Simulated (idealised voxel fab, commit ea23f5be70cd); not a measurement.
This section sets out a process module, namely voxel fin reveal.
The cross-section on display is named cut; it measures 285 nm wide, and its cells are 5 nm squares.
Heads up, the way a cross-section reads in here is a grid of square cells, handed over as bands from the top down, with every band being one or more rows of cells.
For a band, the entry starts with two heights in nm, that of the top and then that of the bottom, and carries on with the band's materials in order from left to right, each alongside its width in nm; the word "edge to edge" beside a single material means it fills the band edge to edge, and "empty" means empty space.
A quick word on heights: they are counted from 0, and under that level the wafer as it came to us is one material throughout. The lowest band is different from the rest in having no bottom; it simply continues downward, written as in "from 0 down".
Width spec "30 to 40" -> top row of cells at first value, bottom row at second value, equal per-row change in between.
The designation "all unchanged", where it is given for a processing step, indicates that no cell of the cross-section was altered in the course of that step.
The entry titled "Trapped cavities" provides the empty spaces that have no open way to the top, restricted to those of 8 cells or more. Each is presented as width x height at distance, the distance being measured from the left edge, with all three in nm.
Heads up: the bit after the settings on a step's line is the simulator's remark on that step.
overlay nm: where the mask lay relative to plan, measured to the right, on steps with a mask; negatives go left.
[List of planned process steps]
1,RECEIVE with material Si
2,CONFORMAL_DEP with material SiN, thk nm 10
3,DIRECTIONAL_DEP with material aC, thk nm 15
4,PATTERN with tone cover, mask id FINS, material resist, width nm 15, pitch nm 40, thk nm 30, overlay nm 0
5,DIRECTIONAL_ETCH with etch materials aC, depth nm 15
6,STRIP with etch materials resist
7,DIRECTIONAL_ETCH with etch materials SiN, depth nm 10
8,DIRECTIONAL_ETCH with etch materials Si, depth nm 35
9,STRIP with etch materials aC
10,FILL_DEP with material SiO2, thk nm 10
11,CMP with height nm 10
12,SELECTIVE_ETCH with etch materials SiO2, depth nm 20
13,STRIP with etch materials SiN
14,CONFORMAL_DEP with material HfO2, thk nm 5
[Cross-sectional view of the wafer in its as-received condition, corresponding to the state after step 1]
* from 0 down = Si edge to edge
* Trapped cavities: none
[The first of the two wafers as seen in cross-section once the module was finished; processing followed the plan]
* from 5 to 0 = 90 empty | 25 HfO2 | 15 empty | 25 HfO2 | 15 empty | 25 HfO2 | 90 empty
* from 0 to -5 = 90 empty | 5 HfO2 | 15 Si | 5 HfO2 | 15 empty | 5 HfO2 | 15 Si | 5 HfO2 | 15 empty | 5 HfO2 | 15 Si | 5 HfO2 | 90 empty
* from -5 to -10 = 95 HfO2 | 15 Si | 25 HfO2 | 15 Si | 25 HfO2 | 15 Si | 95 HfO2
* from -10 to -35 = 95 SiO2 | 15 Si | 25 SiO2 | 15 Si | 25 SiO2 | 15 Si | 95 SiO2
* from -35 down = Si edge to edge
* Trapped cavities: none
[Cross-section of the latter of the two wafers at module completion. It had an identical start and an identical plan to the former; in running it, one mistake was made]
* from 0 to -10 = 95 empty | 15 Si | 25 empty | 15 Si | 25 empty | 15 Si | 95 empty
* from -10 to -35 = 95 SiO2 | 15 Si | 25 SiO2 | 15 Si | 25 SiO2 | 15 Si | 95 SiO2
* from -35 down = Si edge to edge
* Trapped cavities: none
Error vs. plan: step 14 of the plan was omitted and not executed
End check, counted in cells, second wafer has more or fewer of these materials than the first: -69 HfO2
